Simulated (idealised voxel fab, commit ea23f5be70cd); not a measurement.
Herein follows the process module entitled voxel wiring stack.
We display cut, a cross-section 215 nm in width whose square cells are each 5 nm.
Cross-section, as written here: a square-cell grid given band by band from the top down, where a band holds one or more rows of cells.
Look at the band entry: it leads with the top's height and the bottom's height in nm. Then it lists the materials left to right, with a width in nm for each. The word "full width" on a single material says that material fills the band edge to edge. The word "blank" is empty space.
Heads up on the height convention: 0 is the point under which the incoming wafer is all one material, and the lowest band has no bottom, it just keeps going down, like "z 0 and below".
The width entry "30 to 40" should be interpreted row by row: the top row of cells in the band takes the first number, the bottom row takes the second number, and the change between adjacent rows is uniform throughout.
When a step is marked "no change", none of the cells in the cross-section changed during that step.
Enclosed voids (no open way to top), threshold 8 cells or more, entry "Listed closed voids", notation width x height at distance, distance from left edge, nm.
It should be noted that, on the line of a given step, the content following the step's settings is a remark produced by the simulator itself with respect to that step.
overlay nm: on a step with a mask, how far right of its planned place the mask lay; negative means left.
Reading guide: pairs of cross-sections, before and after one process step; after view cut off at lowest changed band; step and settings listed under each pair. Pairs may stem from different runs of this module on the same starting wafer; continuity with the pair above only where the "Pre-processing view" entry states it.

Pre-processing view
	z 120 to 90 = 40 resist; 15 blank; 40 resist; 15 blank; 40 resist; 15 blank; 50 resist
	z 90 to 75 = 40 aC; 15 blank; 10 resist; 30 aC; 15 blank; 10 resist; 30 aC; 15 blank; 10 resist; 40 aC
	z 75 to 70 = 40 SiO2; 15 blank; 10 resist; 30 SiO2; 15 blank; 10 resist; 30 SiO2; 15 blank; 10 resist; 40 SiO2
	z 70 to 55 = 40 SiO2; 25 aC; 30 SiO2; 25 aC; 30 SiO2; 25 aC; 40 SiO2
	z 55 to 45 = SiO2 full width
	z 45 to 40 = SiCN full width
	z 40 to 25 = 35 lowk; 5 SiN; 25 Ru; 5 SiN; 20 lowk; 5 SiN; 25 Ru; 5 SiN; 20 lowk; 5 SiN; 25 Ru; 5 SiN; 35 lowk
	z 25 to 20 = 40 SiN; 25 Ru; 30 SiN; 25 Ru; 30 SiN; 25 Ru; 40 SiN
	z 20 to 5 = SiO2 full width
	z 5 to 0 = TiN full width
	z 0 and below = Si full width
	Listed closed voids: none

Result of Step
	z 105 to 90 = 40 resist; 15 blank; 40 resist; 15 blank; 40 resist; 15 blank; 50 resist
	z 90 to 75 = 40 aC; 15 blank; 10 resist; 30 aC; 15 blank; 10 resist; 30 aC; 15 blank; 10 resist; 40 aC
	z 75 to 70 = 40 SiO2; 15 blank; 10 resist; 30 SiO2; 15 blank; 10 resist; 30 SiO2; 15 blank; 10 resist; 40 SiO2
	z 70 to 55 = 40 SiO2; 15 blank; 10 aC; 30 SiO2; 15 blank; 10 aC; 30 SiO2; 15 blank; 10 aC; 40 SiO2
	No changes below 55.
	Listed closed voids: none
Transition step, before and after shown above: DIRECTIONAL_ETCH with etch materials aC, depth nm 15

Pre-processing view: we pick up right where the pair above leaves off, with its after cross-section.

Result of Step
	z 90 to 75 = 40 aC; 25 blank; 30 aC; 25 blank; 30 aC; 25 blank; 40 aC
	z 75 to 70 = 40 SiO2; 25 blank; 30 SiO2; 25 blank; 30 SiO2; 25 blank; 40 SiO2
	No changes below 70.
	Listed closed voids: none
Transition step, before and after shown above: STRIP with etch materials resist

Pre-processing view: we pick up right where the pair above leaves off, with its after cross-section.

Result of Step
	z 90 to 75 = 40 aC; 25 blank; 30 aC; 25 blank; 30 aC; 25 blank; 40 aC
	z 75 to 70 = 40 SiO2; 25 blank; 30 SiO2; 25 blank; 30 SiO2; 25 blank; 40 SiO2
	z 70 to 55 = 40 SiO2; 15 blank; 10 aC; 30 SiO2; 15 blank; 10 aC; 30 SiO2; 15 blank; 10 aC; 40 SiO2
	z 55 to 45 = 40 SiO2; 15 blank; 40 SiO2; 15 blank; 40 SiO2; 15 blank; 50 SiO2
	No changes below 45.
	Listed closed voids: none
Transition step, before and after shown above: DIRECTIONAL_ETCH with etch materials SiO2, depth nm 10

Pre-processing view: we pick up right where the pair above leaves off, with its after cross-section.

Result of Step
	z 90 to 75 = 40 aC; 25 blank; 30 aC; 25 blank; 30 aC; 25 blank; 40 aC
	z 75 to 70 = 40 SiO2; 25 blank; 30 SiO2; 25 blank; 30 SiO2; 25 blank; 40 SiO2
	z 70 to 55 = 40 SiO2; 15 blank; 10 aC; 30 SiO2; 15 blank; 10 aC; 30 SiO2; 15 blank; 10 aC; 40 SiO2
	z 55 to 45 = 40 SiO2; 15 blank; 40 SiO2; 15 blank; 40 SiO2; 15 blank; 50 SiO2
	z 45 to 40 = 40 SiCN; 15 blank; 40 SiCN; 15 blank; 40 SiCN; 15 blank; 50 SiCN
	No changes below 40.
	Listed closed voids: none
Transition step, before and after shown above: DIRECTIONAL_ETCH with etch materials SiCN, depth nm 5

Pre-processing view: we pick up right where the pair above leaves off, with its after cross-section.

Result of Step
	z 75 to 55 = 40 SiO2; 25 blank; 30 SiO2; 25 blank; 30 SiO2; 25 blank; 40 SiO2
	No changes below 55.
	Listed closed voids: none
Transition step, before and after shown above: STRIP with etch materials aC

Pre-processing view: we pick up right where the pair above leaves off, with its after cross-section.

Result of Step
	z 80 to 75 = 45 TiN; 15 blank; 40 TiN; 15 blank; 40 TiN; 15 blank; 45 TiN
	z 75 to 60 = 40 SiO2; 5 TiN; 15 blank; 5 TiN; 30 SiO2; 5 TiN; 15 blank; 5 TiN; 30 SiO2; 5 TiN; 15 blank; 5 TiN; 40 SiO2
	z 60 to 55 = 40 SiO2; 5 TiN; 5 blank; 15 TiN; 30 SiO2; 5 TiN; 5 blank; 15 TiN; 30 SiO2; 5 TiN; 5 blank; 15 TiN; 40 SiO2
	z 55 to 45 = 40 SiO2; 5 TiN; 5 blank; 5 TiN; 40 SiO2; 5 TiN; 5 blank; 5 TiN; 40 SiO2; 5 TiN; 5 blank; 5 TiN; 50 SiO2
	z 45 to 40 = 40 SiCN; 15 TiN; 40 SiCN; 15 TiN; 40 SiCN; 15 TiN; 50 SiCN
	No changes below 40.
	Listed closed voids: none
Transition step, before and after shown above: CONFORMAL_DEP with material TiN, thk nm 5

Pre-processing view: we pick up right where the pair above leaves off, with its after cross-section.

Result of Step
	z 90 to 80 = Cu full width
	z 80 to 75 = 45 TiN; 15 Cu; 40 TiN; 15 Cu; 40 TiN; 15 Cu; 45 TiN
	z 75 to 60 = 40 SiO2; 5 TiN; 15 Cu; 5 TiN; 30 SiO2; 5 TiN; 15 Cu; 5 TiN; 30 SiO2; 5 TiN; 15 Cu; 5 TiN; 40 SiO2
	z 60 to 55 = 40 SiO2; 5 TiN; 5 Cu; 15 TiN; 30 SiO2; 5 TiN; 5 Cu; 15 TiN; 30 SiO2; 5 TiN; 5 Cu; 15 TiN; 40 SiO2
	z 55 to 45 = 40 SiO2; 5 TiN; 5 Cu; 5 TiN; 40 SiO2; 5 TiN; 5 Cu; 5 TiN; 40 SiO2; 5 TiN; 5 Cu; 5 TiN; 50 SiO2
	No changes below 45.
	Listed closed voids: none
Transition step, before and after shown above: FILL_DEP with material Cu, thk nm 10

Pre-processing view: we pick up right where the pair above leaves off, with its after cross-section.

Result of Step
	z 75 to 60 = 40 SiO2; 5 TiN; 15 Cu; 5 TiN; 30 SiO2; 5 TiN; 15 Cu; 5 TiN; 30 SiO2; 5 TiN; 15 Cu; 5 TiN; 40 SiO2
	No changes below 60.
	Listed closed voids: none
Transition step, before and after shown above: CMP with height nm 75

Pre-processing view: we pick up right where the pair above leaves off, with its after cross-section.

Result of Step
	z 80 to 75 = SiCN full width
	No changes below 75.
	Listed closed voids: none
Transition step, before and after shown above: CONFORMAL_DEP with material SiCN, thk nm 5

Pre-processing view
	z 90 to 80 = Cu full width
	z 80 to 75 = 45 TiN; 15 Cu; 40 TiN; 15 Cu; 40 TiN; 15 Cu; 45 TiN
	z 75 to 60 = 40 SiO2; 5 TiN; 15 Cu; 5 TiN; 30 SiO2; 5 TiN; 15 Cu; 5 TiN; 30 SiO2; 5 TiN; 15 Cu; 5 TiN; 40 SiO2
	z 60 to 55 = 40 SiO2; 5 TiN; 5 Cu; 15 TiN; 30 SiO2; 5 TiN; 5 Cu; 15 TiN; 30 SiO2; 5 TiN; 5 Cu; 15 TiN; 40 SiO2
	z 55 to 45 = 40 SiO2; 5 TiN; 5 Cu; 5 TiN; 40 SiO2; 5 TiN; 5 Cu; 5 TiN; 40 SiO2; 5 TiN; 5 Cu; 5 TiN; 50 SiO2
	z 45 to 40 = 40 SiCN; 15 TiN; 40 SiCN; 15 TiN; 40 SiCN; 15 TiN; 50 SiCN
	z 40 to 20 = 35 lowk; 5 SiN; 25 Ru; 5 SiN; 20 lowk; 5 SiN; 25 Ru; 5 SiN; 20 lowk; 5 SiN; 25 Ru; 5 SiN; 35 lowk
	z 20 to 15 = 40 SiN; 25 TiN; 30 SiN; 25 TiN; 30 SiN; 25 TiN; 40 SiN
	z 15 to 0 = SiO2 full width
	z 0 and below = Si full width
	Listed closed voids: none

Result of Step
	z 70 to 60 = 40 SiO2; 5 TiN; 15 Cu; 5 TiN; 30 SiO2; 5 TiN; 15 Cu; 5 TiN; 30 SiO2; 5 TiN; 15 Cu; 5 TiN; 40 SiO2
	No changes below 60.
	Listed closed voids: none
Transition step, before and after shown above: CMP with height nm 70

Pre-processing view: we pick up right where the pair above leaves off, with its after cross-section.

Result of Step
	z 75 to 70 = SiCN full width
	No changes below 70.
	Listed closed voids: none
Transition step, before and after shown above: CONFORMAL_DEP with material SiCN, thk nm 5

Pre-processing view
	z 40 to 20 = Ru full width
	z 20 to 15 = TiN full width
	z 15 to 0 = SiO2 full width
	z 0 and below = Si full width
	Listed closed voids: none

Result of Step
	z 40 to 20 = 45 blank; 15 Ru; 40 blank; 15 Ru; 40 blank; 15 Ru; 45 blank
	No changes below 20.
	Listed closed voids: none
Transition step, before and after shown above: MASKED_ETCH with tone cover, mask id METAL_1, width nm 15, pitch nm 55, etch materials Ru, depth nm 20, overlay nm 0

Pre-processing view: we pick up right where the pair above leaves off, with its after cross-section.

Result of Step
	z 40 to 20 = 45 blank; 15 Ru; 40 blank; 15 Ru; 40 blank; 15 Ru; 45 blank
	z 20 to 15 = 40 blank; 25 TiN; 30 blank; 25 TiN; 30 blank; 25 TiN; 40 blank
	No changes below 15.
	Listed closed voids: none
Transition step, before and after shown above: MASKED_ETCH with tone cover, mask id METAL_1, width nm 25, pitch nm 55, etch materials TiN, depth nm 5, overlay nm 0

Pre-processing view: we pick up right where the pair above leaves off, with its after cross-section.

Result of Step
	z 45 to 40 = 40 blank; 25 SiN; 30 blank; 25 SiN; 30 blank; 25 SiN; 40 blank
	z 40 to 25 = 40 blank; 5 SiN; 15 Ru; 5 SiN; 30 blank; 5 SiN; 15 Ru; 5 SiN; 30 blank; 5 SiN; 15 Ru; 5 SiN; 40 blank
	z 25 to 20 = 35 blank; 10 SiN; 15 Ru; 10 SiN; 20 blank; 10 SiN; 15 Ru; 10 SiN; 20 blank; 10 SiN; 15 Ru; 10 SiN; 35 blank
	z 20 to 15 = 40 SiN; 25 TiN; 30 SiN; 25 TiN; 30 SiN; 25 TiN; 40 SiN
	No changes below 15.
	Listed closed voids: none
Transition step, before and after shown above: CONFORMAL_DEP with material SiN, thk nm 5

Pre-processing view: we pick up right where the pair above leaves off, with its after cross-section.

Result of Step
	z 50 to 45 = lowk full width
	z 45 to 40 = 40 lowk; 25 SiN; 30 lowk; 25 SiN; 30 lowk; 25 SiN; 40 lowk
	z 40 to 25 = 40 lowk; 5 SiN; 15 Ru; 5 SiN; 30 lowk; 5 SiN; 15 Ru; 5 SiN; 30 lowk; 5 SiN; 15 Ru; 5 SiN; 40 lowk
	z 25 to 20 = 35 lowk; 10 SiN; 15 Ru; 10 SiN; 20 lowk; 10 SiN; 15 Ru; 10 SiN; 20 lowk; 10 SiN; 15 Ru; 10 SiN; 35 lowk
	No changes below 20.
	Listed closed voids: none
Transition step, before and after shown above: FILL_DEP with material lowk, thk nm 5

Pre-processing view: we pick up right where the pair above leaves off, with its after cross-section.

Result of Step
	z 40 to 25 = 40 lowk; 5 SiN; 15 Ru; 5 SiN; 30 lowk; 5 SiN; 15 Ru; 5 SiN; 30 lowk; 5 SiN; 15 Ru; 5 SiN; 40 lowk
	No changes below 25.
	Listed closed voids: none
Transition step, before and after shown above: CMP with height nm 40

Pre-processing view: we pick up right where the pair above leaves off, with its after cross-section.

Result of Step
	z 45 to 40 = SiCN full width
	No changes below 40.
	Listed closed voids: none
Transition step, before and after shown above: CONFORMAL_DEP with material SiCN, thk nm 5

Pre-processing view: we pick up right where the pair above leaves off, with its after cross-section.

Result of Step
	z 75 to 45 = SiO2 full width
	No changes below 45.
	Listed closed voids: none
Transition step, before and after shown above: DIRECTIONAL_DEP with material SiO2, thk nm 30

Pre-processing view: we pick up right where the pair above leaves off, with its after cross-section.

Result of Step
	z 90 to 75 = 40 resist; 25 blank; 30 resist; 25 blank; 30 resist; 25 blank; 40 resist
	No changes below 75.
	Listed closed voids: none
Transition step, before and after shown above: PATTERN with tone open, mask id METAL_2, material resist, width nm 25, pitch nm 55, thk nm 15, overlay nm 0

Pre-processing view: we pick up right where the pair above leaves off, with its after cross-section.

Result of Step
	z 90 to 75 = 40 resist; 25 blank; 30 resist; 25 blank; 30 resist; 25 blank; 40 resist
	z 75 to 55 = 40 SiO2; 25 blank; 30 SiO2; 25 blank; 30 SiO2; 25 blank; 40 SiO2
	No changes below 55.
	Listed closed voids: none
Transition step, before and after shown above: DIRECTIONAL_ETCH with etch materials SiO2, depth nm 20

Pre-processing view: we pick up right where the pair above leaves off, with its after cross-section.

Result of Step
	z 75 to 55 = 40 SiO2; 25 blank; 30 SiO2; 25 blank; 30 SiO2; 25 blank; 40 SiO2
	No changes below 55.
	Listed closed voids: none
Transition step, before and after shown above: STRIP with etch materials resist

Pre-processing view: we pick up right where the pair above leaves off, with its after cross-section.

Result of Step
	z 90 to 75 = 40 aC; 25 blank; 30 aC; 25 blank; 30 aC; 25 blank; 40 aC
	z 75 to 70 = 40 SiO2; 25 blank; 30 SiO2; 25 blank; 30 SiO2; 25 blank; 40 SiO2
	z 70 to 55 = 40 SiO2; 25 aC; 30 SiO2; 25 aC; 30 SiO2; 25 aC; 40 SiO2
	No changes below 55.
	Listed closed voids: none
Transition step, before and after shown above: DIRECTIONAL_DEP with material aC, thk nm 15

Pre-processing view: we pick up right where the pair above leaves off, with its after cross-section.

Result of Step
	z 120 to 90 = 40 resist; 15 blank; 40 resist; 15 blank; 40 resist; 15 blank; 50 resist
	z 90 to 75 = 40 aC; 15 blank; 10 resist; 30 aC; 15 blank; 10 resist; 30 aC; 15 blank; 10 resist; 40 aC
	z 75 to 70 = 40 SiO2; 15 blank; 10 resist; 30 SiO2; 15 blank; 10 resist; 30 SiO2; 15 blank; 10 resist; 40 SiO2
	No changes below 70.
	Listed closed voids: none
Transition step, before and after shown above: PATTERN with tone open, mask id METAL_2_HOLES, material resist, width nm 15, pitch nm 55, thk nm 30, overlay nm 0

Pre-processing view: we pick up right where the pair above leaves off, with its after cross-section.

Result of Step
	z 105 to 90 = 40 resist; 15 blank; 40 resist; 15 blank; 40 resist; 15 blank; 50 resist
	z 90 to 75 = 40 aC; 15 blank; 10 resist; 30 aC; 15 blank; 10 resist; 30 aC; 15 blank; 10 resist; 40 aC
	z 75 to 70 = 40 SiO2; 15 blank; 10 resist; 30 SiO2; 15 blank; 10 resist; 30 SiO2; 15 blank; 10 resist; 40 SiO2
	z 70 to 55 = 40 SiO2; 15 blank; 10 aC; 30 SiO2; 15 blank; 10 aC; 30 SiO2; 15 blank; 10 aC; 40 SiO2
	No changes below 55.
	Listed closed voids: none
Transition step, before and after shown above: DIRECTIONAL_ETCH with etch materials aC, depth nm 15

Pre-processing view: we pick up right where the pair above leaves off, with its after cross-section.

Result of Step
	z 90 to 75 = 40 aC; 25 blank; 30 aC; 25 blank; 30 aC; 25 blank; 40 aC
	z 75 to 70 = 40 SiO2; 25 blank; 30 SiO2; 25 blank; 30 SiO2; 25 blank; 40 SiO2
	No changes below 70.
	Listed closed voids: none
Transition step, before and after shown above: STRIP with etch materials resist

Pre-processing view: we pick up right where the pair above leaves off, with its after cross-section.

Result of Step
	z 90 to 75 = 40 aC; 25 blank; 30 aC; 25 blank; 30 aC; 25 blank; 40 aC
	z 75 to 70 = 40 SiO2; 25 blank; 30 SiO2; 25 blank; 30 SiO2; 25 blank; 40 SiO2
	z 70 to 55 = 40 SiO2; 15 blank; 10 aC; 30 SiO2; 15 blank; 10 aC; 30 SiO2; 15 blank; 10 aC; 40 SiO2
	z 55 to 45 = 40 SiO2; 15 blank; 40 SiO2; 15 blank; 40 SiO2; 15 blank; 50 SiO2
	No changes below 45.
	Listed closed voids: none
Transition step, before and after shown above: DIRECTIONAL_ETCH with etch materials SiO2, depth nm 10

Pre-processing view: we pick up right where the pair above leaves off, with its after cross-section.

Result of Step
	z 90 to 75 = 40 aC; 25 blank; 30 aC; 25 blank; 30 aC; 25 blank; 40 aC
	z 75 to 70 = 40 SiO2; 25 blank; 30 SiO2; 25 blank; 30 SiO2; 25 blank; 40 SiO2
	z 70 to 55 = 40 SiO2; 15 blank; 10 aC; 30 SiO2; 15 blank; 10 aC; 30 SiO2; 15 blank; 10 aC; 40 SiO2
	z 55 to 45 = 40 SiO2; 15 blank; 40 SiO2; 15 blank; 40 SiO2; 15 blank; 50 SiO2
	z 45 to 40 = 40 SiCN; 15 blank; 40 SiCN; 15 blank; 40 SiCN; 15 blank; 50 SiCN
	No changes below 40.
	Listed closed voids: none
Transition step, before and after shown above: DIRECTIONAL_ETCH with etch materials SiCN, depth nm 5

Pre-processing view: we pick up right where the pair above leaves off, with its after cross-section.

Result of Step
	z 75 to 55 = 40 SiO2; 25 blank; 30 SiO2; 25 blank; 30 SiO2; 25 blank; 40 SiO2
	No changes below 55.
	Listed closed voids: none
Transition step, before and after shown above: STRIP with etch materials aC

Pre-processing view: we pick up right where the pair above leaves off, with its after cross-section.

Result of Step
	z 80 to 75 = 45 TiN; 15 blank; 40 TiN; 15 blank; 40 TiN; 15 blank; 45 TiN
	z 75 to 60 = 40 SiO2; 5 TiN; 15 blank; 5 TiN; 30 SiO2; 5 TiN; 15 blank; 5 TiN; 30 SiO2; 5 TiN; 15 blank; 5 TiN; 40 SiO2
	z 60 to 55 = 40 SiO2; 5 TiN; 5 blank; 15 TiN; 30 SiO2; 5 TiN; 5 blank; 15 TiN; 30 SiO2; 5 TiN; 5 blank; 15 TiN; 40 SiO2
	z 55 to 45 = 40 SiO2; 5 TiN; 5 blank; 5 TiN; 40 SiO2; 5 TiN; 5 blank; 5 TiN; 40 SiO2; 5 TiN; 5 blank; 5 TiN; 50 SiO2
	z 45 to 40 = 40 SiCN; 15 TiN; 40 SiCN; 15 TiN; 40 SiCN; 15 TiN; 50 SiCN
	No changes below 40.
	Listed closed voids: none
Transition step, before and after shown above: CONFORMAL_DEP with material TiN, thk nm 5

Pre-processing view: we pick up right where the pair above leaves off, with its after cross-section.

Result of Step
	z 90 to 80 = Cu full width
	z 80 to 75 = 45 TiN; 15 Cu; 40 TiN; 15 Cu; 40 TiN; 15 Cu; 45 TiN
	z 75 to 60 = 40 SiO2; 5 TiN; 15 Cu; 5 TiN; 30 SiO2; 5 TiN; 15 Cu; 5 TiN; 30 SiO2; 5 TiN; 15 Cu; 5 TiN; 40 SiO2
	z 60 to 55 = 40 SiO2; 5 TiN; 5 Cu; 15 TiN; 30 SiO2; 5 TiN; 5 Cu; 15 TiN; 30 SiO2; 5 TiN; 5 Cu; 15 TiN; 40 SiO2
	z 55 to 45 = 40 SiO2; 5 TiN; 5 Cu; 5 TiN; 40 SiO2; 5 TiN; 5 Cu; 5 TiN; 40 SiO2; 5 TiN; 5 Cu; 5 TiN; 50 SiO2
	No changes below 45.
	Listed closed voids: none
Transition step, before and after shown above: FILL_DEP with material Cu, thk nm 10

Pre-processing view: we pick up right where the pair above leaves off, with its after cross-section.

Result of Step
	z 75 to 60 = 40 SiO2; 5 TiN; 15 Cu; 5 TiN; 30 SiO2; 5 TiN; 15 Cu; 5 TiN; 30 SiO2; 5 TiN; 15 Cu; 5 TiN; 40 SiO2
	No changes below 60.
	Listed closed voids: none
Transition step, before and after shown above: CMP with height nm 75

Pre-processing view: we pick up right where the pair above leaves off, with its after cross-section.

Result of Step
	z 80 to 75 = SiCN full width
	No changes below 75.
	Listed closed voids: none
Transition step, before and after shown above: CONFORMAL_DEP with material SiCN, thk nm 5

Pre-processing view
	z 75 to 45 = SiO2 full width
	z 45 to 40 = SiCN full width
	z 40 to 20 = 35 lowk; 5 SiN; 25 Ru; 5 SiN; 20 lowk; 5 SiN; 25 Ru; 5 SiN; 20 lowk; 5 SiN; 25 Ru; 5 SiN; 35 lowk
	z 20 to 15 = 40 SiN; 25 TiN; 30 SiN; 25 TiN; 30 SiN; 25 TiN; 40 SiN
	z 15 to 0 = SiO2 full width
	z 0 and below = Si full width
	Listed closed voids: none

Result of Step
	z 90 to 75 = 45 resist; 25 blank; 30 resist; 25 blank; 30 resist; 25 blank; 35 resist
	No changes below 75.
	Listed closed voids: none
Transition step, before and after shown above: PATTERN with tone open, mask id METAL_2, material resist, width nm 25, pitch nm 55, thk nm 15, overlay nm 5

Pre-processing view: we pick up right where the pair above leaves off, with its after cross-section.

Result of Step
	z 90 to 75 = 45 resist; 25 blank; 30 resist; 25 blank; 30 resist; 25 blank; 35 resist
	z 75 to 55 = 45 SiO2; 25 blank; 30 SiO2; 25 blank; 30 SiO2; 25 blank; 35 SiO2
	No changes below 55.
	Listed closed voids: none
Transition step, before and after shown above: DIRECTIONAL_ETCH with etch materials SiO2, depth nm 20

Pre-processing view: we pick up right where the pair above leaves off, with its after cross-section.

Result of Step
	z 75 to 55 = 45 SiO2; 25 blank; 30 SiO2; 25 blank; 30 SiO2; 25 blank; 35 SiO2
	No changes below 55.
	Listed closed voids: none
Transition step, before and after shown above: STRIP with etch materials resist

Pre-processing view: we pick up right where the pair above leaves off, with its after cross-section.

Result of Step
	z 90 to 75 = 45 aC; 25 blank; 30 aC; 25 blank; 30 aC; 25 blank; 35 aC
	z 75 to 70 = 45 SiO2; 25 blank; 30 SiO2; 25 blank; 30 SiO2; 25 blank; 35 SiO2
	z 70 to 55 = 45 SiO2; 25 aC; 30 SiO2; 25 aC; 30 SiO2; 25 aC; 35 SiO2
	No changes below 55.
	Listed closed voids: none
Transition step, before and after shown above: DIRECTIONAL_DEP with material aC, thk nm 15

Pre-processing view: we pick up right where the pair above leaves off, with its after cross-section.

Result of Step
	z 120 to 90 = 40 resist; 15 blank; 40 resist; 15 blank; 40 resist; 15 blank; 50 resist
	z 90 to 75 = 45 aC; 10 blank; 15 resist; 30 aC; 10 blank; 15 resist; 30 aC; 10 blank; 15 resist; 35 aC
	z 75 to 70 = 45 SiO2; 10 blank; 15 resist; 30 SiO2; 10 blank; 15 resist; 30 SiO2; 10 blank; 15 resist; 35 SiO2
	No changes below 70.
	Listed closed voids: none
Transition step, before and after shown above: PATTERN with tone open, mask id METAL_2_HOLES, material resist, width nm 15, pitch nm 55, thk nm 30, overlay nm 0

Pre-processing view: we pick up right where the pair above leaves off, with its after cross-section.

Result of Step
	z 105 to 90 = 40 resist; 15 blank; 40 resist; 15 blank; 40 resist; 15 blank; 50 resist
	z 90 to 75 = 40 aC; 15 blank; 15 resist; 25 aC; 15 blank; 15 resist; 25 aC; 15 blank; 15 resist; 35 aC
	z 75 to 70 = 45 SiO2; 10 blank; 15 resist; 30 SiO2; 10 blank; 15 resist; 30 SiO2; 10 blank; 15 resist; 35 SiO2
	z 70 to 55 = 45 SiO2; 10 blank; 15 aC; 30 SiO2; 10 blank; 15 aC; 30 SiO2; 10 blank; 15 aC; 35 SiO2
	No changes below 55.
	Listed closed voids: none
Transition step, before and after shown above: DIRECTIONAL_ETCH with etch materials aC, depth nm 15

Pre-processing view: we pick up right where the pair above leaves off, with its after cross-section.

Result of Step
	z 90 to 75 = 40 aC; 30 blank; 25 aC; 30 blank; 25 aC; 30 blank; 35 aC
	z 75 to 70 = 45 SiO2; 25 blank; 30 SiO2; 25 blank; 30 SiO2; 25 blank; 35 SiO2
	No changes below 70.
	Listed closed voids: none
Transition step, before and after shown above: STRIP with etch materials resist

Pre-processing view: we pick up right where the pair above leaves off, with its after cross-section.

Result of Step
	z 90 to 75 = 40 aC; 30 blank; 25 aC; 30 blank; 25 aC; 30 blank; 35 aC
	z 75 to 70 = 40 SiO2; 30 blank; 25 SiO2; 30 blank; 25 SiO2; 30 blank; 35 SiO2
	z 70 to 65 = 40 SiO2; 15 blank; 15 aC; 25 SiO2; 15 blank; 15 aC; 25 SiO2; 15 blank; 15 aC; 35 SiO2
	z 65 to 55 = 45 SiO2; 10 blank; 15 aC; 30 SiO2; 10 blank; 15 aC; 30 SiO2; 10 blank; 15 aC; 35 SiO2
	z 55 to 45 = 45 SiO2; 10 blank; 45 SiO2; 10 blank; 45 SiO2; 10 blank; 50 SiO2
	No changes below 45.
	Listed closed voids: none
Transition step, before and after shown above: DIRECTIONAL_ETCH with etch materials SiO2, depth nm 10

Pre-processing view: we pick up right where the pair above leaves off, with its after cross-section.

Result of Step
	z 90 to 75 = 40 aC; 30 blank; 25 aC; 30 blank; 25 aC; 30 blank; 35 aC
	z 75 to 70 = 40 SiO2; 30 blank; 25 SiO2; 30 blank; 25 SiO2; 30 blank; 35 SiO2
	z 70 to 65 = 40 SiO2; 15 blank; 15 aC; 25 SiO2; 15 blank; 15 aC; 25 SiO2; 15 blank; 15 aC; 35 SiO2
	z 65 to 55 = 45 SiO2; 10 blank; 15 aC; 30 SiO2; 10 blank; 15 aC; 30 SiO2; 10 blank; 15 aC; 35 SiO2
	z 55 to 45 = 45 SiO2; 10 blank; 45 SiO2; 10 blank; 45 SiO2; 10 blank; 50 SiO2
	z 45 to 40 = 45 SiCN; 10 blank; 45 SiCN; 10 blank; 45 SiCN; 10 blank; 50 SiCN
	No changes below 40.
	Listed closed voids: none
Transition step, before and after shown above: DIRECTIONAL_ETCH with etch materials SiCN, depth nm 5

Pre-processing view: we pick up right where the pair above leaves off, with its after cross-section.

Result of Step
	z 75 to 65 = 40 SiO2; 30 blank; 25 SiO2; 30 blank; 25 SiO2; 30 blank; 35 SiO2
	z 65 to 55 = 45 SiO2; 25 blank; 30 SiO2; 25 blank; 30 SiO2; 25 blank; 35 SiO2
	No changes below 55.
	Listed closed voids: none
Transition step, before and after shown above: STRIP with etch materials aC

Pre-processing view: we pick up right where the pair above leaves off, with its after cross-section.

Result of Step
	z 80 to 75 = 45 TiN; 20 blank; 35 TiN; 20 blank; 35 TiN; 20 blank; 40 TiN
	z 75 to 65 = 40 SiO2; 5 to 10 TiN; 20 to 15 blank; 5 TiN; 25 SiO2; 5 to 10 TiN; 20 to 15 blank; 5 TiN; 25 SiO2; 5 to 10 TiN; 20 to 15 blank; 5 TiN; 35 SiO2
	z 65 to 60 = 45 SiO2; 5 TiN; 15 blank; 5 TiN; 30 SiO2; 5 TiN; 15 blank; 5 TiN; 30 SiO2; 5 TiN; 15 blank; 5 TiN; 35 SiO2
	z 60 to 55 = 45 SiO2; 25 TiN; 30 SiO2; 25 TiN; 30 SiO2; 25 TiN; 35 SiO2
	z 55 to 45 = 45 SiO2; 10 TiN; 45 SiO2; 10 TiN; 45 SiO2; 10 TiN; 50 SiO2
	z 45 to 40 = 45 SiCN; 10 TiN; 45 SiCN; 10 TiN; 45 SiCN; 10 TiN; 50 SiCN
	No changes below 40.
	Listed closed voids: none
Transition step, before and after shown above: CONFORMAL_DEP with material TiN, thk nm 5

Pre-processing view: we pick up right where the pair above leaves off, with its after cross-section.

Result of Step
	z 90 to 80 = Cu full width
	z 80 to 75 = 45 TiN; 20 Cu; 35 TiN; 20 Cu; 35 TiN; 20 Cu; 40 TiN
	z 75 to 65 = 40 SiO2; 5 to 10 TiN; 20 to 15 Cu; 5 TiN; 25 SiO2; 5 to 10 TiN; 20 to 15 Cu; 5 TiN; 25 SiO2; 5 to 10 TiN; 20 to 15 Cu; 5 TiN; 35 SiO2
	z 65 to 60 = 45 SiO2; 5 TiN; 15 Cu; 5 TiN; 30 SiO2; 5 TiN; 15 Cu; 5 TiN; 30 SiO2; 5 TiN; 15 Cu; 5 TiN; 35 SiO2
	No changes below 60.
	Listed closed voids: none
Transition step, before and after shown above: FILL_DEP with material Cu, thk nm 10

Pre-processing view: we pick up right where the pair above leaves off, with its after cross-section.

Result of Step
	z 75 to 65 = 40 SiO2; 5 to 10 TiN; 20 to 15 Cu; 5 TiN; 25 SiO2; 5 to 10 TiN; 20 to 15 Cu; 5 TiN; 25 SiO2; 5 to 10 TiN; 20 to 15 Cu; 5 TiN; 35 SiO2
	No changes below 65.
	Listed closed voids: none
Transition step, before and after shown above: CMP with height nm 75

Pre-processing view: we pick up right where the pair above leaves off, with its after cross-section.

Result of Step
	z 80 to 75 = SiCN full width
	No changes below 75.
	Listed closed voids: none
Transition step, before and after shown above: CONFORMAL_DEP with material SiCN, thk nm 5

Pre-processing view
	z 0 and below = Si full width
	Listed closed voids: none

Result of Step
	z 15 to 0 = aC full width
	No changes below 0.
	Listed closed voids: none
Transition step, before and after shown above: CONFORMAL_DEP with material aC, thk nm 15

Pre-processing view: we pick up right where the pair above leaves off, with its after cross-section.

Result of Step
	z 20 to 15 = TiN full width
	No changes below 15.
	Listed closed voids: none
Transition step, before and after shown above: DIRECTIONAL_DEP with material TiN, thk nm 5

Pre-processing view: we pick up right where the pair above leaves off, with its after cross-section.

Result of Step
	z 40 to 20 = Ru full width
	No changes below 20.
	Listed closed voids: none
Transition step, before and after shown above: DIRECTIONAL_DEP with material Ru, thk nm 20

Pre-processing view: we pick up right where the pair above leaves off, with its after cross-section.

Result of Step
	z 40 to 20 = 40 blank; 25 Ru; 30 blank; 25 Ru; 30 blank; 25 Ru; 40 blank
	No changes below 20.
	Listed closed voids: none
Transition step, before and after shown above: MASKED_ETCH with tone cover, mask id METAL_1, width nm 25, pitch nm 55, etch materials Ru, depth nm 20, overlay nm 0
